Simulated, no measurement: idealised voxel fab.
This section sets out a process module, namely voxel transistor to metal.
Cross-sectional view cut (width: 165 nm; square cell size: 5 nm).
Cross-section = grid of square cells, listed top down in bands; band = one or more rows. Each band's line starts with the height of the band's top and of its bottom, in nm. Then come its materials from left to right, each with its width in nm. One material with "all across" fills the band from edge to edge. "empty" is empty space. A quick word on heights: they are counted from 0, and under that level the wafer as it came to us is one material throughout. The lowest band is different from the rest in having no bottom; it simply continues downward, written as in "0 nm and below". When a width is written as two numbers, as in "30 to 40", the first number is the width in the top row of cells of the band and the second is the width in its bottom row, and the width changes by the same amount from each row to the next. Any step labelled "remained unchanged" changed none of the cells in the cross-section. Voids not open to the top, 8 cells minimum: see "Completely enclosed voids". Written width x height at distance; distance is from the left edge; nm. On a step's line, text after the settings is the simulator commenting on that step. "overlay nm", when on a step's line for a step with a mask, measures how far to the right of its planned place the mask lay; a negative measure means to the left.
Planned process steps
1) RECEIVE [material Si]
2) CONFORMAL_DEP [material SiO2] [thk nm 5]
3) CONFORMAL_DEP [material SiN] [thk nm 10]
4) MASKED_ETCH [tone cover] [mask id ACTIVE] [width nm 105] [etch materials SiN] [depth nm 10] [overlay nm 0]
5) MASKED_ETCH [tone cover] [mask id ACTIVE] [width nm 105] [etch materials SiO2] [depth nm 5] [overlay nm 0]
6) MASKED_ETCH [tone cover] [mask id ACTIVE] [width nm 105] [etch materials Si] [depth nm 30] [overlay nm 0]
7) FILL_DEP [material SiO2] [thk nm 5]
8) CMP [height nm 15]
9) SELECTIVE_ETCH [etch materials SiO2] [depth nm 10]
10) STRIP [etch materials SiN]
11) SELECTIVE_ETCH [etch materials SiO2] [depth nm 5]
12) OXIDIZE [depth nm 5]
13) DIRECTIONAL_DEP [material polySi] [thk nm 25]
14) DIRECTIONAL_DEP [material SiCN] [thk nm 15]
15) PATTERN [tone cover] [mask id GATE] [material resist] [width nm 15] [thk nm 20] [overlay nm 0]
16) DIRECTIONAL_ETCH [etch materials SiCN] [depth nm 25]
17) DIRECTIONAL_ETCH [etch materials polySi] [depth nm 35]
18) STRIP [etch materials resist]
19) CONFORMAL_DEP [material SiO2] [thk nm 5]
20) DIRECTIONAL_ETCH [etch materials SiO2] [depth nm 5]
21) CONFORMAL_DEP [material SiN] [thk nm 5]
22) DIRECTIONAL_ETCH [etch materials SiN] [depth nm 5]
23) DIRECTIONAL_ETCH [etch materials SiO2] [depth nm 5]
24) DIRECTIONAL_ETCH [etch materials Si] [depth nm 10]
25) EPI [material pSi] [thk nm 15]
26) FILL_DEP [material SiO2] [thk nm 5]
27) CMP [height nm 40]
28) DIRECTIONAL_DEP [material SiO2] [thk nm 10]
29) DIRECTIONAL_DEP [material aC] [thk nm 10]
30) PATTERN [tone open] [mask id CONTACT] [material resist] [width nm 30] [pitch nm 55] [thk nm 25] [overlay nm 0]
31) DIRECTIONAL_ETCH [etch materials aC] [depth nm 10]
32) STRIP [etch materials resist]
33) DIRECTIONAL_ETCH [etch materials SiO2] [depth nm 50]
34) STRIP [etch materials aC]
35) CONFORMAL_DEP [material TiN] [thk nm 5]
36) FILL_DEP [material W] [thk nm 10]
37) CMP [height nm 50]
38) DIRECTIONAL_DEP [material TiN] [thk nm 5]
39) DIRECTIONAL_DEP [material W] [thk nm 20]
40) MASKED_ETCH [tone cover] [mask id METAL_1] [width nm 15] [pitch nm 70] [etch materials W] [depth nm 20] [overlay nm 0]
41) MASKED_ETCH [tone cover] [mask id METAL_1] [width nm 15] [pitch nm 70] [etch materials TiN] [depth nm 5] [overlay nm 0]
42) FILL_DEP [material lowk] [thk nm 10]
43) CMP [height nm 75]
44) CONFORMAL_DEP [material SiCN] [thk nm 5]
45) DIRECTIONAL_DEP [material lowk] [thk nm 25]
46) MASKED_ETCH [tone open] [mask id METAL_2] [width nm 15] [pitch nm 70] [etch materials lowk] [depth nm 15] [overlay nm 0]
47) MASKED_ETCH [tone open] [mask id METAL_2_HOLES] [width nm 15] [pitch nm 70] [etch materials lowk] [depth nm 10] [overlay nm 0]
48) MASKED_ETCH [tone open] [mask id METAL_2_HOLES] [width nm 15] [pitch nm 70] [etch materials SiCN] [depth nm 5] [overlay nm 0]
49) CONFORMAL_DEP [material TiN] [thk nm 5]
50) FILL_DEP [material Cu] [thk nm 10]
51) CMP [height nm 105]
52) CONFORMAL_DEP [material SiCN] [thk nm 5]
Cross-section: wafer on arrival = after step 1
	0 nm and below | Si all across
	Completely enclosed voids: none
Run as planned - first of the two wafers cross-sectioned at the end of the module
	110 nm to 105 nm | SiCN all across
	105 nm to 80 nm | 40 of lowk / 5 of TiN / 5 of Cu / 5 of TiN / 55 of lowk / 5 of TiN / 5 of Cu / 5 of TiN / 40 of lowk
	80 nm to 75 nm | 40 of SiCN / 15 of TiN / 55 of SiCN / 15 of TiN / 40 of SiCN
	75 nm to 55 nm | 40 of lowk / 15 of W / 55 of lowk / 15 of W / 40 of lowk
	55 nm to 50 nm | 40 of lowk / 15 of TiN / 55 of lowk / 15 of TiN / 40 of lowk
	50 nm to 40 nm | 40 of SiO2 / 5 of TiN / 20 to 15 of W / 5 to 10 of TiN / 25 of SiO2 / 5 to 10 of TiN / 20 to 15 of W / 5 of TiN / 40 of SiO2
	40 nm to 25 nm | 40 of SiO2 / 5 of TiN / 15 of W / 5 of TiN / 5 of SiN / 5 of SiO2 / 15 of SiCN / 5 of SiO2 / 5 of SiN / 5 of TiN / 15 of W / 5 of TiN / 40 of SiO2
	25 nm to 15 nm | 40 of SiO2 / 5 of TiN / 15 of W / 5 of TiN / 5 of SiN / 5 of SiO2 / 15 of polySi / 5 of SiO2 / 5 of SiN / 5 of TiN / 15 of W / 5 of TiN / 40 of SiO2
	15 nm to 10 nm | 40 of SiO2 / 25 of TiN / 5 of SiN / 5 of SiO2 / 15 of polySi / 5 of SiO2 / 5 of SiN / 25 of TiN / 40 of SiO2
	10 nm to 0 nm | 40 of SiO2 / 10 of TiN / 15 of pSi / 5 of SiN / 5 of SiO2 / 15 of polySi / 5 of SiO2 / 5 of SiN / 15 of pSi / 10 of TiN / 40 of SiO2
	0 nm to -5 nm | 25 of SiO2 / 40 of pSi / 35 of SiO2 / 40 of pSi / 25 of SiO2
	-5 nm to -15 nm | 30 of SiO2 / 35 of pSi / 35 of Si / 35 of pSi / 30 of SiO2
	-15 nm to -30 nm | 30 of SiO2 / 105 of Si / 30 of SiO2
	-30 nm and below | Si all across
	Completely enclosed voids: none
Second wafer through the module, sectioned at the end: same beginning and same plan as the first wafer, with one mistake in carrying it out
	110 nm to 105 nm | SiCN all across
	105 nm to 80 nm | 40 of lowk / 5 of TiN / 5 of Cu / 5 of TiN / 55 of lowk / 5 of TiN / 5 of Cu / 5 of TiN / 40 of lowk
	80 nm to 75 nm | 40 of SiCN / 15 of TiN / 55 of SiCN / 15 of TiN / 40 of SiCN
	75 nm to 55 nm | 40 of lowk / 15 of W / 55 of lowk / 15 of W / 40 of lowk
	55 nm to 50 nm | 40 of lowk / 15 of TiN / 55 of lowk / 15 of TiN / 40 of lowk
	50 nm to 40 nm | 40 of SiO2 / 5 of TiN / 20 of W / 5 of TiN / 25 of SiO2 / 5 of TiN / 20 of W / 5 of TiN / 40 of SiO2
	40 nm to 25 nm | 40 of SiO2 / 5 of TiN / 20 of W / 5 of TiN / 5 of SiO2 / 15 of SiCN / 5 of SiO2 / 5 of TiN / 20 of W / 5 of TiN / 40 of SiO2
	25 nm to 15 nm | 40 of SiO2 / 5 of TiN / 20 of W / 5 of TiN / 5 of SiO2 / 15 of polySi / 5 of SiO2 / 5 of TiN / 20 of W / 5 of TiN / 40 of SiO2
	15 nm to 10 nm | 40 of SiO2 / 30 of TiN / 5 of SiO2 / 15 of polySi / 5 of SiO2 / 30 of TiN / 40 of SiO2
	10 nm to 0 nm | 40 of SiO2 / 10 of TiN / 15 of pSi / 5 of TiN / 5 of SiO2 / 15 of polySi / 5 of SiO2 / 5 of TiN / 15 of pSi / 10 of TiN / 40 of SiO2
	0 nm to -5 nm | 25 of SiO2 / 40 of pSi / 35 of SiO2 / 40 of pSi / 25 of SiO2
	-5 nm to -15 nm | 30 of SiO2 / 35 of pSi / 35 of Si / 35 of pSi / 30 of SiO2
	-15 nm to -30 nm | 30 of SiO2 / 105 of Si / 30 of SiO2
	-30 nm and below | Si all across
	Completely enclosed voids: none
Plan not followed: step 34 ran with different settings than intended, the actual operation and settings being STRIP [etch materials SiN]
Final cells, second wafer relative to first, materials higher or lower: 16 fewer of SiN; 4 more of TiN; 12 more of W
